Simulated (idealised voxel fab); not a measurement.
A process module follows: voxel released beams.
This is section cut - it's 175 nm across, gridded in 5 nm square cells.
Square cells in a grid make up a cross-section in this document, and the grid is given as bands, listed from the top down, each one or more rows of cells. Band: top height; bottom height; in nm. Then, left to right: material with width in nm, for each material. "throughout": a single material spanning edge to edge. "blank": empty space. Heights are expressed relative to 0, this being the level below which the as-received wafer comprises one material exclusively. The lowest band is unbounded in the downward direction and is denoted as in "0 nm and below". Note: "30->40" means the width goes from the first number (top row of the band) to the second number (bottom row) in equal steps per row of cells. "nothing got changed" for a step: no cell of the cross-section changed in that step. Enclosed voids (no open way to top), threshold 8 cells or more, entry "Tabulated closed voids", notation width x height at distance, distance from left edge, nm. Note: text after step settings on the step line = simulator remark on that step. What "overlay nm" on a step's line means: if the step has a mask, that mask lay this far to the right of its planned place, or, when the value is negative, to the left.

# Process steps - plan
step 1: RECEIVE: material Si
step 2: CONFORMAL_DEP: material SiN, thk nm 10
step 3: DIRECTIONAL_DEP: material SiO2, thk nm 10
step 4: MASKED_ETCH: tone open, mask id ANCHOR, width nm 25, etch materials SiO2, depth nm 10, overlay nm 0
step 5: CONFORMAL_DEP: material W, thk nm 10
step 6: PATTERN: tone cover, mask id BEAM, material resist, width nm 60, thk nm 15, overlay nm 0
step 7: DIRECTIONAL_ETCH: etch materials W, depth nm 10
step 8: STRIP: etch materials resist
step 9: STRIP: etch materials SiO2
Among the wafers covered here, the point of difference is the width nm at step 6; their starting state is shared, and the plan presents the value of the first wafer.

# As received, i.e. after step 1: cross-section through the first of several wafers
    0 nm and below: Si throughout
    Tabulated closed voids: none

# Cross-section, first of several wafers, end of module, after last step 9
    30 nm to 20 nm: blank: 55 / W: 10 / blank: 5 / W: 45 / blank: 60
    20 nm to 10 nm: blank: 55 / W: 25 / blank: 95
    10 nm to 0 nm: SiN throughout
    0 nm and below: Si throughout
    Tabulated closed voids: none

# Cross-sectional depiction of the last of several wafers upon completion of the module
    30 nm to 20 nm: blank: 45 / W: 20 / blank: 5 / W: 60 / blank: 45
    20 nm to 10 nm: blank: 55 / W: 25 / blank: 95
    10 nm to 0 nm: SiN throughout
    0 nm and below: Si throughout
    Tabulated closed voids: none

# End of module, by wafer: material-by-material cell gain (+) or loss (-) since receipt, then closed voids
width nm 60 | +70 SiN | +32 W | Tabulated closed voids: none
width nm 65 | +70 SiN | +34 W | Tabulated closed voids: none
width nm 70 | +70 SiN | +36 W | Tabulated closed voids: none
width nm 75 | +70 SiN | +38 W | Tabulated closed voids: none
width nm 80 | +70 SiN | +40 W | Tabulated closed voids: none
width nm 85 | +70 SiN | +42 W | Tabulated closed voids: none
